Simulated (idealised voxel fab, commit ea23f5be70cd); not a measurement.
Title: Process Module voxel spacer lines
The width of the displayed cross-section, cut, is 220 nm; its cells are square, with a size of 5 nm.
Notation: cross-section as square-cell grid; stated in bands, top first, going down; one or more cell rows per band.
The band entry comprises the height of the band's top followed by the height of its bottom, expressed in nm, and subsequently the band's materials from left to right, each stated together with its width in nm. Where a single material is marked with the word "all across", that material fills the band from edge to edge. The word "blank" represents empty space.
Counting heights begins at 0, where everything beneath is, in the wafer as received, one material. The lowest band has no bottom; it goes on downwards, as "0 down" shows.
Graded width ("30 to 40"): value in top row of band = first number; value in bottom row = second number; row-to-row change constant.
"everything unchanged" for a step: no cell of the cross-section changed in that step.
"Closed void list": sealed empty spaces, 8 cells or more, no open way to top, listed width x height at distance, with distance from the left edge and width, height and distance in nm.
Read whatever lies past the settings on a step's line as the simulator's own remark about the step.
"overlay nm" answers the question of how far to the right of plan the mask lay on a step that has a mask, and when it is negative the answer is to the left.
Plan:
step 1: RECEIVE,material Si
step 2: CONFORMAL_DEP,material Al2O3,thk nm 10
step 3: DIRECTIONAL_DEP,material TiN,thk nm 15
step 4: DIRECTIONAL_DEP,material polySi,thk nm 30
step 5: PATTERN,tone cover,mask id MANDREL,material resist,width nm 25,pitch nm 70,thk nm 35,overlay nm 0
step 6: DIRECTIONAL_ETCH,etch materials polySi,depth nm 30
step 7: STRIP,etch materials resist
step 8: CONFORMAL_DEP,material SiO2,thk nm 10
step 9: DIRECTIONAL_ETCH,etch materials SiO2,depth nm 10
step 10: STRIP,etch materials polySi
step 11: DIRECTIONAL_ETCH,etch materials TiN,depth nm 15
step 12: STRIP,etch materials SiO2
step 13: FILL_DEP,material SiO2,thk nm 5
step 14: CMP,height nm 25
Incoming wafer in cross-section (state: after step 1):
0 down  Si all across
Closed void list: none
The first of two wafers, cross-sectioned at the end of the module, with the run proceeding as planned:
25 to 10  SiO2 50 | TiN 10 | SiO2 25 | TiN 10 | SiO2 25 | TiN 10 | SiO2 25 | TiN 10 | SiO2 55
10 to 0  Al2O3 all across
0 down  Si all across
Closed void list: none
Wafer two, end of module, cross-section. Same start, same plan as wafer one. One mistake in the run:
25 to 10  SiO2 40 | TiN 10 | SiO2 25 | TiN 10 | SiO2 25 | TiN 10 | SiO2 25 | TiN 10 | SiO2 65
10 to 0  Al2O3 all across
0 down  Si all across
Closed void list: none
Diagnosis: step 5 ran differently from the plan; actual operation with settings: PATTERN,tone cover,mask id MANDREL,material resist,width nm 25,pitch nm 70,thk nm 35,overlay nm -10
When the process is done, the second wafer contains the same cell count of every material as the first wafer, but distributed over other locations.
